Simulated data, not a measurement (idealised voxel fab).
A process module follows: voxel wiring stack.
The figure presents cross-section cut, which has a width of 160 nm and is divided into square cells with an edge length of 5 nm.
Think of the cross-section as a grid of square cells. We describe it in bands, top to bottom, and each band covers one or more rows of those cells.
First you get the band's top height and its bottom height, in nm, and then the materials it's made of, left to right, with each width in nm. If you see a single material with "all across", that one covers the band edge to edge. "air" is empty space.
Zero point of the height axis is 0; under it, received wafer = one material. Lowest band: continues down indefinitely, "z 0 and below".
Quick explanation for "30 to 40": the width changes in equal steps down the rows of cells, from the first number in the band's top row to the second number in its bottom row.
You'll sometimes find "identical to before" written for a step, and that's the way of saying that nowhere in the cross-section did a cell change during that step.
Each empty space that has no open way to the top and spans at least 8 cells appears under "Unvented voids" as width x height at distance, the distance counted from the left edge, all in nm.
Text after the settings on a step's line: the simulator's own remark on that step.
"overlay nm" on a masked step: distance the mask lay right of its planned place, negative for left.
Planned step list for the process:
- 1: RECEIVE: material Si
- 2: CONFORMAL_DEP: material SiO2, thk nm 15
- 3: CONFORMAL_DEP: material SiN, thk nm 5
- 4: DIRECTIONAL_DEP: material SiO2, thk nm 25
- 5: PATTERN: tone open, mask id METAL_1, material resist, width nm 25, pitch nm 45, thk nm 15, overlay nm 0
- 6: DIRECTIONAL_ETCH: etch materials SiO2, depth nm 25
- 7: DIRECTIONAL_ETCH: etch materials SiN, depth nm 5
- 8: STRIP: etch materials resist
- 9: CONFORMAL_DEP: material TiN, thk nm 5
- 10: FILL_DEP: material Ru, thk nm 10
- 11: CMP: height nm 45
- 12: CONFORMAL_DEP: material SiCN, thk nm 5
- 13: DIRECTIONAL_DEP: material SiO2, thk nm 30
- 14: MASKED_ETCH: tone open, mask id METAL_2, width nm 25, pitch nm 45, etch materials SiO2, depth nm 20, overlay nm 0
- 15: PATTERN: tone open, mask id METAL_2_HOLES, material resist, width nm 15, thk nm 20, overlay nm 0
- 16: DIRECTIONAL_ETCH: etch materials SiO2, depth nm 10
- 17: DIRECTIONAL_ETCH: etch materials SiCN, depth nm 5
- 18: STRIP: etch materials resist
- 19: CONFORMAL_DEP: material TiN, thk nm 5
- 20: FILL_DEP: material Cu, thk nm 10
- 21: CMP: height nm 80
- 22: CONFORMAL_DEP: material SiCN, thk nm 5
- 23: DIRECTIONAL_DEP: material lowk, thk nm 10
- 24: MASKED_ETCH: tone open, mask id PLUG_2, width nm 15, etch materials lowk, depth nm 10, overlay nm 0
- 25: MASKED_ETCH: tone open, mask id PLUG_2, width nm 15, etch materials SiCN, depth nm 5, overlay nm 0
- 26: CONFORMAL_DEP: material TiN, thk nm 5
- 27: FILL_DEP: material Cu, thk nm 5
- 28: CMP: height nm 95
- 29: CONFORMAL_DEP: material SiCN, thk nm 5
- 30: DIRECTIONAL_DEP: material SiO2, thk nm 20
- 31: MASKED_ETCH: tone open, mask id METAL_3, width nm 25, pitch nm 45, etch materials SiO2, depth nm 20, overlay nm 0
- 32: MASKED_ETCH: tone open, mask id METAL_3, width nm 25, pitch nm 45, etch materials SiCN, depth nm 5, overlay nm 0
- 33: CONFORMAL_DEP: material TiN, thk nm 5
- 34: FILL_DEP: material Cu, thk nm 5
- 35: CMP: height nm 120
- 36: CONFORMAL_DEP: material SiCN, thk nm 5
First of two wafers - as planned:
Cross-section: wafer on arrival = after step 1:
    z 0 and below | Si all across
    Unvented voids: none
Cross-section of the wafer after step 2:
    z 15 to 0 | SiO2 all across
    below 0: unchanged
Cross-section of the wafer after step 3:
    z 20 to 15 | SiN all across
    below 15: unchanged
Cross-section of the wafer after step 4:
    z 45 to 20 | SiO2 all across
    below 20: unchanged
Cross-section of the wafer after step 5:
    z 60 to 45 | resist: 45; air: 25; resist: 20; air: 25; resist: 45
    below 45: unchanged
Cross-section of the wafer after step 6:
    z 60 to 45 | resist: 45; air: 25; resist: 20; air: 25; resist: 45
    z 45 to 20 | SiO2: 45; air: 25; SiO2: 20; air: 25; SiO2: 45
    below 20: unchanged
Cross-section of the wafer after step 7:
    z 60 to 45 | resist: 45; air: 25; resist: 20; air: 25; resist: 45
    z 45 to 20 | SiO2: 45; air: 25; SiO2: 20; air: 25; SiO2: 45
    z 20 to 15 | SiN: 45; air: 25; SiN: 20; air: 25; SiN: 45
    below 15: unchanged
Cross-section of the wafer after step 8:
    z 45 to 20 | SiO2: 45; air: 25; SiO2: 20; air: 25; SiO2: 45
    below 20: unchanged
Cross-section of the wafer after step 9:
    z 50 to 45 | TiN: 50; air: 15; TiN: 30; air: 15; TiN: 50
    z 45 to 20 | SiO2: 45; TiN: 5; air: 15; TiN: 5; SiO2: 20; TiN: 5; air: 15; TiN: 5; SiO2: 45
    z 20 to 15 | SiN: 45; TiN: 25; SiN: 20; TiN: 25; SiN: 45
    below 15: unchanged
Cross-section of the wafer after step 10:
    z 60 to 50 | Ru all across
    z 50 to 45 | TiN: 50; Ru: 15; TiN: 30; Ru: 15; TiN: 50
    z 45 to 20 | SiO2: 45; TiN: 5; Ru: 15; TiN: 5; SiO2: 20; TiN: 5; Ru: 15; TiN: 5; SiO2: 45
    below 20: unchanged
Cross-section of the wafer after step 11:
    z 45 to 20 | SiO2: 45; TiN: 5; Ru: 15; TiN: 5; SiO2: 20; TiN: 5; Ru: 15; TiN: 5; SiO2: 45
    below 20: unchanged
Cross-section of the wafer after step 12:
    z 50 to 45 | SiCN all across
    below 45: unchanged
Cross-section of the wafer after step 13:
    z 80 to 50 | SiO2 all across
    below 50: unchanged
Cross-section of the wafer after step 14:
    z 80 to 60 | SiO2: 45; air: 25; SiO2: 20; air: 25; SiO2: 45
    below 60: unchanged
Cross-section of the wafer after step 15:
    z 100 to 80 | resist: 45; air: 15; resist: 100
    z 80 to 60 | SiO2: 45; air: 15; resist: 10; SiO2: 20; resist: 25; SiO2: 45
    below 60: unchanged
Cross-section of the wafer after step 16:
    z 100 to 80 | resist: 45; air: 15; resist: 100
    z 80 to 60 | SiO2: 45; air: 15; resist: 10; SiO2: 20; resist: 25; SiO2: 45
    z 60 to 50 | SiO2: 45; air: 15; SiO2: 100
    below 50: unchanged
Cross-section of the wafer after step 17:
    z 100 to 80 | resist: 45; air: 15; resist: 100
    z 80 to 60 | SiO2: 45; air: 15; resist: 10; SiO2: 20; resist: 25; SiO2: 45
    z 60 to 50 | SiO2: 45; air: 15; SiO2: 100
    z 50 to 45 | SiCN: 45; air: 15; SiCN: 100
    below 45: unchanged
Cross-section of the wafer after step 18:
    z 80 to 60 | SiO2: 45; air: 25; SiO2: 20; air: 25; SiO2: 45
    below 60: unchanged
Cross-section of the wafer after step 19:
    z 85 to 80 | TiN: 50; air: 15; TiN: 30; air: 15; TiN: 50
    z 80 to 65 | SiO2: 45; TiN: 5; air: 15; TiN: 5; SiO2: 20; TiN: 5; air: 15; TiN: 5; SiO2: 45
    z 65 to 60 | SiO2: 45; TiN: 5; air: 5; TiN: 15; SiO2: 20; TiN: 25; SiO2: 45
    z 60 to 50 | SiO2: 45; TiN: 5; air: 5; TiN: 5; SiO2: 100
    z 50 to 45 | SiCN: 45; TiN: 15; SiCN: 100
    below 45: unchanged
Cross-section of the wafer after step 20:
    z 95 to 85 | Cu all across
    z 85 to 80 | TiN: 50; Cu: 15; TiN: 30; Cu: 15; TiN: 50
    z 80 to 65 | SiO2: 45; TiN: 5; Cu: 15; TiN: 5; SiO2: 20; TiN: 5; Cu: 15; TiN: 5; SiO2: 45
    z 65 to 60 | SiO2: 45; TiN: 5; Cu: 5; TiN: 15; SiO2: 20; TiN: 25; SiO2: 45
    z 60 to 50 | SiO2: 45; TiN: 5; Cu: 5; TiN: 5; SiO2: 100
    below 50: unchanged
Cross-section of the wafer after step 21:
    z 80 to 65 | SiO2: 45; TiN: 5; Cu: 15; TiN: 5; SiO2: 20; TiN: 5; Cu: 15; TiN: 5; SiO2: 45
    below 65: unchanged
Cross-section of the wafer after step 22:
    z 85 to 80 | SiCN all across
    below 80: unchanged
Cross-section of the wafer after step 23:
    z 95 to 85 | lowk all across
    below 85: unchanged
Cross-section of the wafer after step 24:
    z 95 to 85 | lowk: 45; air: 15; lowk: 100
    below 85: unchanged
Cross-section of the wafer after step 25:
    z 95 to 85 | lowk: 45; air: 15; lowk: 100
    z 85 to 80 | SiCN: 45; air: 15; SiCN: 100
    below 80: unchanged
Cross-section of the wafer after step 26:
    z 100 to 95 | TiN: 50; air: 5; TiN: 105
    z 95 to 85 | lowk: 45; TiN: 5; air: 5; TiN: 5; lowk: 100
    z 85 to 80 | SiCN: 45; TiN: 15; SiCN: 100
    below 80: unchanged
Cross-section of the wafer after step 27:
    z 105 to 100 | Cu all across
    z 100 to 95 | TiN: 50; Cu: 5; TiN: 105
    z 95 to 85 | lowk: 45; TiN: 5; Cu: 5; TiN: 5; lowk: 100
    below 85: unchanged
Cross-section of the wafer after step 28:
    z 95 to 85 | lowk: 45; TiN: 5; Cu: 5; TiN: 5; lowk: 100
    below 85: unchanged
Cross-section of the wafer after step 29:
    z 100 to 95 | SiCN all across
    below 95: unchanged
Cross-section of the wafer after step 30:
    z 120 to 100 | SiO2 all across
    below 100: unchanged
Cross-section of the wafer after step 31:
    z 120 to 100 | SiO2: 45; air: 25; SiO2: 20; air: 25; SiO2: 45
    below 100: unchanged
Cross-section of the wafer after step 32:
    z 120 to 100 | SiO2: 45; air: 25; SiO2: 20; air: 25; SiO2: 45
    z 100 to 95 | SiCN: 45; air: 25; SiCN: 20; air: 25; SiCN: 45
    below 95: unchanged
Cross-section of the wafer after step 33:
    z 125 to 120 | TiN: 50; air: 15; TiN: 30; air: 15; TiN: 50
    z 120 to 100 | SiO2: 45; TiN: 5; air: 15; TiN: 5; SiO2: 20; TiN: 5; air: 15; TiN: 5; SiO2: 45
    z 100 to 95 | SiCN: 45; TiN: 25; SiCN: 20; TiN: 25; SiCN: 45
    below 95: unchanged
Cross-section of the wafer after step 34:
    z 130 to 125 | Cu all across
    z 125 to 120 | TiN: 50; Cu: 15; TiN: 30; Cu: 15; TiN: 50
    z 120 to 100 | SiO2: 45; TiN: 5; Cu: 15; TiN: 5; SiO2: 20; TiN: 5; Cu: 15; TiN: 5; SiO2: 45
    below 100: unchanged
Cross-section of the wafer after step 35:
    z 120 to 100 | SiO2: 45; TiN: 5; Cu: 15; TiN: 5; SiO2: 20; TiN: 5; Cu: 15; TiN: 5; SiO2: 45
    below 100: unchanged
Cross-section of the wafer after step 36:
    z 125 to 120 | SiCN all across
    below 120: unchanged
Wafer two. Same start, same plan, one slip in execution. Same as wafer one through step 20, inclusive:
Cross-section, second wafer, at the end time the plan gives for step 21: identical to before
Cross-section, second wafer, at the end time the plan gives for step 22:
    z 100 to 95 | SiCN all across
    below 95: unchanged
Cross-section, second wafer, at the end time the plan gives for step 23:
    z 110 to 100 | lowk all across
    below 100: unchanged
Cross-section, second wafer, at the end time the plan gives for step 24:
    z 110 to 100 | lowk: 45; air: 15; lowk: 100
    below 100: unchanged
Cross-section, second wafer, at the end time the plan gives for step 25:
    z 110 to 100 | lowk: 45; air: 15; lowk: 100
    z 100 to 95 | SiCN: 45; air: 15; SiCN: 100
    below 95: unchanged
Cross-section, second wafer, at the end time the plan gives for step 26:
    z 115 to 110 | TiN: 50; air: 5; TiN: 105
    z 110 to 100 | lowk: 45; TiN: 5; air: 5; TiN: 5; lowk: 100
    z 100 to 95 | SiCN: 45; TiN: 15; SiCN: 100
    below 95: unchanged
Cross-section, second wafer, at the end time the plan gives for step 27:
    z 120 to 115 | Cu all across
    z 115 to 110 | TiN: 50; Cu: 5; TiN: 105
    z 110 to 100 | lowk: 45; TiN: 5; Cu: 5; TiN: 5; lowk: 100
    below 100: unchanged
Cross-section, second wafer, at the end time the plan gives for step 28:
    z 95 to 85 | Cu all across
    below 85: unchanged
Cross-section, second wafer, at the end time the plan gives for step 29:
    z 100 to 95 | SiCN all across
    below 95: unchanged
Cross-section, second wafer, at the end time the plan gives for step 30:
    z 120 to 100 | SiO2 all across
    below 100: unchanged
Cross-section, second wafer, at the end time the plan gives for step 31:
    z 120 to 100 | SiO2: 45; air: 25; SiO2: 20; air: 25; SiO2: 45
    below 100: unchanged
Cross-section, second wafer, at the end time the plan gives for step 32:
    z 120 to 100 | SiO2: 45; air: 25; SiO2: 20; air: 25; SiO2: 45
    z 100 to 95 | SiCN: 45; air: 25; SiCN: 20; air: 25; SiCN: 45
    below 95: unchanged
Cross-section, second wafer, at the end time the plan gives for step 33:
    z 125 to 120 | TiN: 50; air: 15; TiN: 30; air: 15; TiN: 50
    z 120 to 100 | SiO2: 45; TiN: 5; air: 15; TiN: 5; SiO2: 20; TiN: 5; air: 15; TiN: 5; SiO2: 45
    z 100 to 95 | SiCN: 45; TiN: 25; SiCN: 20; TiN: 25; SiCN: 45
    below 95: unchanged
Cross-section, second wafer, at the end time the plan gives for step 34:
    z 130 to 125 | Cu all across
    z 125 to 120 | TiN: 50; Cu: 15; TiN: 30; Cu: 15; TiN: 50
    z 120 to 100 | SiO2: 45; TiN: 5; Cu: 15; TiN: 5; SiO2: 20; TiN: 5; Cu: 15; TiN: 5; SiO2: 45
    below 100: unchanged
Cross-section, second wafer, at the end time the plan gives for step 35:
    z 120 to 100 | SiO2: 45; TiN: 5; Cu: 15; TiN: 5; SiO2: 20; TiN: 5; Cu: 15; TiN: 5; SiO2: 45
    below 100: unchanged
Cross-section, second wafer, at the end time the plan gives for step 36:
    z 125 to 120 | SiCN all across
    below 120: unchanged
Error vs. plan: yeah, step 21 of the plan got skipped, never ran
Materials where the second wafer ends with more or fewer cells than the first: +68 Cu | -29 SiCN | +19 TiN | -58 lowk
